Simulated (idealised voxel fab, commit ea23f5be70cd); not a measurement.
The following is a process module called voxel transistor to metal.
The figure presents cross-section cut, which has a width of 300 nm and is divided into square cells with an edge length of 5 nm.
In what follows, cross-sections appear as grids of square cells, described through bands that run from the top down, where every band is one or more rows of cells. For a band, the entry starts with two heights in nm, that of the top and then that of the bottom, and carries on with the band's materials in order from left to right, each alongside its width in nm; the word "all across" beside a single material means it fills the band edge to edge, and "air" means empty space. Convention: height 0 is the level below which the wafer, as received, is all one material. The lowest band does not terminate at the bottom but continues downward, represented as "top 0, no bottom". A two-number width, for instance "30 to 40", indicates that the width is equal to the first number in the top row of the band and to the second number in the bottom row, and that it changes by a constant amount per row of cells. "all unchanged" after a step means that no cell of the cross-section changed. The entry titled "Cavities, closed" provides the empty spaces that have no open way to the top, restricted to those of 8 cells or more. Each is presented as width x height at distance, the distance being measured from the left edge, with all three in nm. What comes after the settings on a step's line is commentary from the simulator itself on that step. If you see "overlay nm" on a step's line and that step has a mask, it's telling you how far right of where it was planned the mask ended up; a negative number means it went left instead.

LISTED BELOW ARE THE PROCESS STEPS AS PLANNED
1) RECEIVE: material Si
2) OXIDIZE: depth nm 5
3) CONFORMAL_DEP: material SiN, thk nm 15
4) PATTERN: tone cover, mask id ACTIVE, material resist, width nm 90, pitch nm 110, thk nm 20, overlay nm 0
5) DIRECTIONAL_ETCH: etch materials SiN, depth nm 15
6) DIRECTIONAL_ETCH: etch materials SiO2, depth nm 5
7) DIRECTIONAL_ETCH: etch materials Si, depth nm 30
8) STRIP: etch materials resist
9) OXIDIZE: depth nm 5
10) FILL_DEP: material SiO2, thk nm 10
11) CMP: height nm 15
12) SELECTIVE_ETCH: etch materials SiO2, depth nm 5
13) STRIP: etch materials SiN
14) SELECTIVE_ETCH: etch materials SiO2, depth nm 5
15) OXIDIZE: depth nm 5
16) DIRECTIONAL_DEP: material polySi, thk nm 30
17) DIRECTIONAL_DEP: material SiCN, thk nm 10
18) MASKED_ETCH: tone cover, mask id GATE, width nm 20, pitch nm 110, etch materials SiCN, depth nm 20, overlay nm 0
19) MASKED_ETCH: tone cover, mask id GATE, width nm 20, pitch nm 110, etch materials polySi, depth nm 40, overlay nm 0
20) CONFORMAL_DEP: material SiO2, thk nm 5
21) DIRECTIONAL_ETCH: etch materials SiO2, depth nm 5
22) CONFORMAL_DEP: material SiN, thk nm 5
23) DIRECTIONAL_ETCH: etch materials SiN, depth nm 5
24) DIRECTIONAL_ETCH: etch materials SiO2, depth nm 5
25) DIRECTIONAL_ETCH: etch materials Si, depth nm 15
26) EPI: material SiGe, thk nm 15
27) FILL_DEP: material SiO2, thk nm 5
28) CMP: height nm 35
29) DIRECTIONAL_DEP: material SiO2, thk nm 10
30) DIRECTIONAL_DEP: material aC, thk nm 15
31) PATTERN: tone open, mask id CONTACT, material resist, width nm 15, thk nm 35, overlay nm 0
32) DIRECTIONAL_ETCH: etch materials aC, depth nm 15
33) STRIP: etch materials resist
34) DIRECTIONAL_ETCH: etch materials SiO2, depth nm 55
35) STRIP: etch materials aC
36) CONFORMAL_DEP: material TiN, thk nm 5
37) FILL_DEP: material W, thk nm 5
38) CMP: height nm 45
39) DIRECTIONAL_DEP: material TiN, thk nm 5
40) DIRECTIONAL_DEP: material Ru, thk nm 20
41) PATTERN: tone cover, mask id METAL_1, material resist, width nm 15, thk nm 15, overlay nm 0
42) DIRECTIONAL_ETCH: etch materials Ru, depth nm 20
43) DIRECTIONAL_ETCH: etch materials TiN, depth nm 5
44) STRIP: etch materials resist
45) CONFORMAL_DEP: material SiN, thk nm 5
46) FILL_DEP: material SiO2, thk nm 10
47) CMP: height nm 70
48) CONFORMAL_DEP: material SiCN, thk nm 5

THE CROSS-SECTION HERE SHOWS THE WAFER AS RECEIVED, I.E. IN ITS STATE AFTER STEP 1
> top 0, no bottom = Si all across
> Cavities, closed: none

LOOKING AT THE FIRST OF TWO WAFERS IN CROSS-SECTION AT END OF MODULE - RAN TO PLAN
> top 75, bottom 70 = SiCN all across
> top 70, bottom 50 = 50 nm SiO2 / 5 nm SiN / 15 nm Ru / 5 nm SiN / 40 nm SiO2 / 5 nm SiN / 15 nm Ru / 5 nm SiN / 20 nm SiO2 / 5 nm SiN / 15 nm Ru / 5 nm SiN / 40 nm SiO2 / 5 nm SiN / 15 nm Ru / 5 nm SiN / 50 nm SiO2
> top 50, bottom 45 = 55 nm SiN / 15 nm TiN / 50 nm SiN / 15 nm TiN / 30 nm SiN / 15 nm TiN / 50 nm SiN / 15 nm TiN / 55 nm SiN
> top 45, bottom 35 = 55 nm SiO2 / 5 nm TiN / 5 nm W / 5 nm TiN / 50 nm SiO2 / 5 nm TiN / 5 nm W / 5 nm TiN / 30 nm SiO2 / 5 nm TiN / 5 nm W / 5 nm TiN / 50 nm SiO2 / 5 nm TiN / 5 nm W / 5 nm TiN / 55 nm SiO2
> top 35, bottom 25 = 55 nm SiO2 / 5 nm TiN / 5 nm W / 5 nm TiN / 5 nm SiO2 / 5 nm SiN / 5 nm SiO2 / 20 nm SiCN / 5 nm SiO2 / 5 nm SiN / 5 nm SiO2 / 5 nm TiN / 5 nm W / 5 nm TiN / 30 nm SiO2 / 5 nm TiN / 5 nm W / 5 nm TiN / 5 nm SiO2 / 5 nm SiN / 5 nm SiO2 / 20 nm SiCN / 5 nm SiO2 / 5 nm SiN / 5 nm SiO2 / 5 nm TiN / 5 nm W / 5 nm TiN / 55 nm SiO2
> top 25, bottom 10 = 55 nm SiO2 / 5 nm TiN / 5 nm W / 5 nm TiN / 5 nm SiO2 / 5 nm SiN / 5 nm SiO2 / 20 nm polySi / 5 nm SiO2 / 5 nm SiN / 5 nm SiO2 / 5 nm TiN / 5 nm W / 5 nm TiN / 30 nm SiO2 / 5 nm TiN / 5 nm W / 5 nm TiN / 5 nm SiO2 / 5 nm SiN / 5 nm SiO2 / 20 nm polySi / 5 nm SiO2 / 5 nm SiN / 5 nm SiO2 / 5 nm TiN / 5 nm W / 5 nm TiN / 55 nm SiO2
> top 10, bottom 5 = 55 nm SiO2 / 15 nm TiN / 5 nm SiO2 / 5 nm SiN / 5 nm SiO2 / 20 nm polySi / 5 nm SiO2 / 5 nm SiN / 5 nm SiO2 / 15 nm TiN / 30 nm SiO2 / 15 nm TiN / 5 nm SiO2 / 5 nm SiN / 5 nm SiO2 / 20 nm polySi / 5 nm SiO2 / 5 nm SiN / 5 nm SiO2 / 15 nm TiN / 55 nm SiO2
> top 5, bottom -5 = 50 nm SiO2 / 5 nm SiN / 5 nm TiN / 15 nm SiGe / 5 nm SiN / 5 nm SiO2 / 20 nm polySi / 5 nm SiO2 / 5 nm SiN / 15 nm SiGe / 5 nm TiN / 5 nm SiN / 20 nm SiO2 / 5 nm SiN / 5 nm TiN / 15 nm SiGe / 5 nm SiN / 5 nm SiO2 / 20 nm polySi / 5 nm SiO2 / 5 nm SiN / 15 nm SiGe / 5 nm TiN / 5 nm SiN / 50 nm SiO2
> top -5, bottom -10 = 55 nm SiO2 / 5 nm TiN / 15 nm SiGe / 40 nm SiO2 / 15 nm SiGe / 5 nm TiN / 30 nm SiO2 / 5 nm TiN / 15 nm SiGe / 40 nm SiO2 / 15 nm SiGe / 5 nm TiN / 55 nm SiO2
> top -10, bottom -25 = 55 nm SiO2 / 20 nm SiGe / 40 nm Si / 20 nm SiGe / 30 nm SiO2 / 20 nm SiGe / 40 nm Si / 20 nm SiGe / 55 nm SiO2
> top -25, bottom -40 = 55 nm SiO2 / 80 nm Si / 30 nm SiO2 / 80 nm Si / 55 nm SiO2
> top -40, no bottom = Si all across
> Cavities, closed: none

THE SECOND WAFER, SHOWN IN CROSS-SECTION AFTER THE MODULE: STARTED THE SAME WAY AS THE FIRST AND GIVEN THE SAME PLAN, YET ONE MISTAKE CREPT INTO HOW IT WAS RUN
> top 75, bottom 70 = SiCN all across
> top 70, bottom 50 = 50 nm SiO2 / 5 nm SiN / 15 nm Ru / 5 nm SiN / 40 nm SiO2 / 5 nm SiN / 15 nm Ru / 5 nm SiN / 20 nm SiO2 / 5 nm SiN / 15 nm Ru / 5 nm SiN / 40 nm SiO2 / 5 nm SiN / 15 nm Ru / 5 nm SiN / 50 nm SiO2
> top 50, bottom 45 = 55 nm SiN / 15 nm TiN / 50 nm SiN / 15 nm TiN / 30 nm SiN / 15 nm TiN / 50 nm SiN / 15 nm TiN / 55 nm SiN
> top 45, bottom 35 = 55 nm SiO2 / 5 nm TiN / 5 nm W / 5 nm TiN / 50 nm SiO2 / 5 nm TiN / 5 nm W / 5 nm TiN / 30 nm SiO2 / 5 nm TiN / 5 nm W / 5 nm TiN / 50 nm SiO2 / 5 nm TiN / 5 nm W / 5 nm TiN / 55 nm SiO2
> top 35, bottom 25 = 55 nm SiO2 / 5 nm TiN / 5 nm W / 5 nm TiN / 5 nm SiO2 / 5 nm SiN / 5 nm SiO2 / 20 nm SiCN / 5 nm SiO2 / 5 nm SiN / 5 nm SiO2 / 5 nm TiN / 5 nm W / 5 nm TiN / 30 nm SiO2 / 5 nm TiN / 5 nm W / 5 nm TiN / 5 nm SiO2 / 5 nm SiN / 5 nm SiO2 / 20 nm SiCN / 5 nm SiO2 / 5 nm SiN / 5 nm SiO2 / 5 nm TiN / 5 nm W / 5 nm TiN / 55 nm SiO2
> top 25, bottom 20 = 55 nm SiO2 / 15 nm TiN / 5 nm SiO2 / 5 nm SiN / 5 nm SiO2 / 20 nm polySi / 5 nm SiO2 / 5 nm SiN / 5 nm SiO2 / 15 nm TiN / 30 nm SiO2 / 15 nm TiN / 5 nm SiO2 / 5 nm SiN / 5 nm SiO2 / 20 nm polySi / 5 nm SiO2 / 5 nm SiN / 5 nm SiO2 / 15 nm TiN / 55 nm SiO2
> top 20, bottom 5 = 45 nm SiO2 / 30 nm SiGe / 5 nm SiN / 5 nm SiO2 / 20 nm polySi / 5 nm SiO2 / 5 nm SiN / 30 nm SiGe / 10 nm SiO2 / 30 nm SiGe / 5 nm SiN / 5 nm SiO2 / 20 nm polySi / 5 nm SiO2 / 5 nm SiN / 30 nm SiGe / 45 nm SiO2
> top 5, bottom 0 = 45 nm SiO2 / 5 nm SiGe / 5 nm SiN / 20 nm SiGe / 5 nm SiN / 5 nm SiO2 / 20 nm polySi / 5 nm SiO2 / 5 nm SiN / 20 nm SiGe / 5 nm SiN / 5 nm SiGe / 10 nm SiO2 / 5 nm SiGe / 5 nm SiN / 20 nm SiGe / 5 nm SiN / 5 nm SiO2 / 20 nm polySi / 5 nm SiO2 / 5 nm SiN / 20 nm SiGe / 5 nm SiN / 5 nm SiGe / 45 nm SiO2
> top 0, bottom -5 = 50 nm SiO2 / 5 nm SiN / 20 nm SiGe / 5 nm SiN / 5 nm SiO2 / 20 nm polySi / 5 nm SiO2 / 5 nm SiN / 20 nm SiGe / 5 nm SiN / 20 nm SiO2 / 5 nm SiN / 20 nm SiGe / 5 nm SiN / 5 nm SiO2 / 20 nm polySi / 5 nm SiO2 / 5 nm SiN / 20 nm SiGe / 5 nm SiN / 50 nm SiO2
> top -5, bottom -10 = 55 nm SiO2 / 20 nm SiGe / 40 nm SiO2 / 20 nm SiGe / 30 nm SiO2 / 20 nm SiGe / 40 nm SiO2 / 20 nm SiGe / 55 nm SiO2
> top -10, bottom -25 = 55 nm SiO2 / 20 nm SiGe / 40 nm Si / 20 nm SiGe / 30 nm SiO2 / 20 nm SiGe / 40 nm Si / 20 nm SiGe / 55 nm SiO2
> top -25, bottom -40 = 55 nm SiO2 / 80 nm Si / 30 nm SiO2 / 80 nm Si / 55 nm SiO2
> top -40, no bottom = Si all across
> Cavities, closed: none
Deviation from plan: yeah, plan step 26 got run twice
Cell-count delta at end, second wafer over first, by material: +88 SiGe, -40 SiO2, -36 TiN, -12 W
